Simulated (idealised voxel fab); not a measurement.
process module | voxel double patterning
Pictured: cross-section cut, 190 nm wide, on a grid of 5 nm square cells.
A cross-section is written here as square cells arranged in a grid, and it is given in bands from the top down, each band taking up one or more rows of cells. This entry defines a band. It first specifies the height of the band's top and the height of its bottom in nm, and then specifies the band's materials from left to right, stating each material with its width in nm. The word "throughout" identifies a single material that fills the band from edge to edge, while the word "empty" identifies empty space. Heights are expressed relative to 0, this being the level below which the as-received wafer comprises one material exclusively. The lowest band is unbounded in the downward direction and is denoted as in "0 nm and below". So if you see something like "30->40" for the width, read it as the top row of the band sitting at the first number and the bottom row at the second, with every row in between moving by the same amount as the last. "remains unaltered" (step): cross-section cells unchanged, all of them. The label "Voids, enclosed" introduces a list of the empty spaces, 8 cells or larger, that have no open way up to the top; each entry in it reads width x height at distance, where the distance is taken from the left edge and all three are stated in nm. Where a step's line continues beyond its settings, the continuation is a remark by the simulator itself on that step. Steps that use a mask can have "overlay nm" on their line. It says how far the mask sat to the right of where it was meant to be. Negative means to the left.

Process steps foreseen in the plan
step 1: RECEIVE,material Si
step 2: CONFORMAL_DEP,material SiO2,thk nm 10
step 3: DIRECTIONAL_DEP,material polySi,thk nm 10
step 4: DIRECTIONAL_DEP,material SiCN,thk nm 10
step 5: PATTERN,tone open,mask id FIRST,material resist,width nm 15,pitch nm 50,thk nm 20,overlay nm 0
step 6: DIRECTIONAL_ETCH,etch materials SiCN,depth nm 10
step 7: STRIP,etch materials resist
step 8: MASKED_ETCH,tone open,mask id SECOND,width nm 15,etch materials SiCN,depth nm 10,overlay nm 0
step 9: DIRECTIONAL_ETCH,etch materials polySi,depth nm 10
step 10: STRIP,etch materials SiCN

Wafer at receipt (post step 1), cross-section
0 nm and below  Si throughout
Voids, enclosed: none

Looking at the first of two wafers in cross-section at end of module - ran to plan
20 nm to 10 nm  polySi 60 nm; empty 15 nm; polySi 10 nm; empty 15 nm; polySi 10 nm; empty 15 nm; polySi 65 nm
10 nm to 0 nm  SiO2 throughout
0 nm and below  Si throughout
Voids, enclosed: none

Now the second wafer, cross-sectioned at the end of the module. Nothing different at the start, nothing different in the plan compared with the first, just one mistake when it was actually run
30 nm to 20 nm  SiCN 60 nm; empty 15 nm; SiCN 10 nm; empty 15 nm; SiCN 10 nm; empty 15 nm; SiCN 65 nm
20 nm to 10 nm  polySi 60 nm; empty 15 nm; polySi 10 nm; empty 15 nm; polySi 10 nm; empty 15 nm; polySi 65 nm
10 nm to 0 nm  SiO2 throughout
0 nm and below  Si throughout
Voids, enclosed: none
Run error: execution of step 10 of the plan did not take place, the step having been omitted
Cell-count delta at end, second wafer over first, by material: 58 more of SiCN
